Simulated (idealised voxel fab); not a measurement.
Process module name: voxel self aligned vias
FYI the section here is cut, 230 nm wide, cells are 5 nm squares.
Cross-section, as written here: a square-cell grid given band by band from the top down, where a band holds one or more rows of cells.
Read a band's entry like this: the first values are the height of its top and the height of its bottom in nm, and what follows is the sequence of materials from left to right, each with its width in nm. Note that "blank" is empty space, and that a single material marked "all across" reaches across the band from edge to edge.
Where do heights start? At 0: under that level the wafer as delivered is made of one material only. And the lowest band has no floor; it just carries on downward, as in "top 0, no bottom".
It should be noted that a width expressed as "30->40" varies in equal increments from row to row of cells within the band, taking the value of the first number at the top row and that of the second number at the bottom row.
Given "no alterations made" for a step, no cell of the cross-section differs between before and after that step.
Empty spaces without an open route to the top, at least 8 cells in extent, make up the entry "Entrapped voids"; each is given as width x height at distance, where the distance is measured from the left edge, and all are in nm.
That trailing text on a step's line, after the settings, is the simulator's own remark on the step.
If you see "overlay nm" on a step's line and that step has a mask, it's telling you how far right of where it was planned the mask ended up; a negative number means it went left instead.
The following list gives the planned process steps
1: RECEIVE with material Si
2: CONFORMAL_DEP with material SiO2, thk nm 10
3: CONFORMAL_DEP with material SiCN, thk nm 5
4: DIRECTIONAL_DEP with material SiO2, thk nm 30
5: MASKED_ETCH with tone open, mask id LINES, width nm 20, pitch nm 50, etch materials SiO2, depth nm 30, overlay nm 0
6: CONFORMAL_DEP with material TiN, thk nm 5
7: FILL_DEP with material Ru, thk nm 10
8: CMP with height nm 45
9: SELECTIVE_ETCH with etch materials W Ru TiN, depth nm 10
10: FILL_DEP with material SiN, thk nm 10
11: CMP with height nm 45
12: DIRECTIONAL_DEP with material SiO2, thk nm 15
13: PATTERN with tone open, mask id VIAS, material resist, width nm 30, thk nm 20, overlay nm 0
14: DIRECTIONAL_ETCH with etch materials SiO2, depth nm 15
15: DIRECTIONAL_ETCH with etch materials SiN, depth nm 10
16: STRIP with etch materials resist
17: CONFORMAL_DEP with material TiN, thk nm 5
18: FILL_DEP with material W, thk nm 5
19: CMP with height nm 60
20: CONFORMAL_DEP with material SiCN, thk nm 5
The cross-section here shows the wafer as received, i.e. in its state after step 1
	top 0, no bottom | Si all across
	Entrapped voids: none
The cross-section shown corresponds to the wafer at the conclusion of the module. The initial structure and the process plan are those presented above; however, one mistake occurred in executing the plan
	top 65, bottom 60 | SiCN all across
	top 60, bottom 45 | SiO2 (75), TiN (5), W (20), TiN (5), SiO2 (125)
	top 45, bottom 40 | SiO2 (75), TiN (5), W (20), TiN (5), SiO2 (25), SiN (20), SiO2 (80)
	top 40, bottom 35 | SiO2 (75), TiN (30), SiO2 (25), SiN (20), SiO2 (80)
	top 35, bottom 30 | SiO2 (75), TiN (10), Ru (10), TiN (10), SiO2 (25), TiN (5), Ru (10), TiN (5), SiO2 (80)
	top 30, bottom 20 | SiO2 (80), TiN (5), Ru (10), TiN (5), SiO2 (30), TiN (5), Ru (10), TiN (5), SiO2 (80)
	top 20, bottom 15 | SiO2 (80), TiN (20), SiO2 (30), TiN (20), SiO2 (80)
	top 15, bottom 10 | SiCN all across
	top 10, bottom 0 | SiO2 all across
	top 0, no bottom | Si all across
	Entrapped voids: none
Deviation noted in wafer processing: it should be noted that step 14 of the plan was executed twice
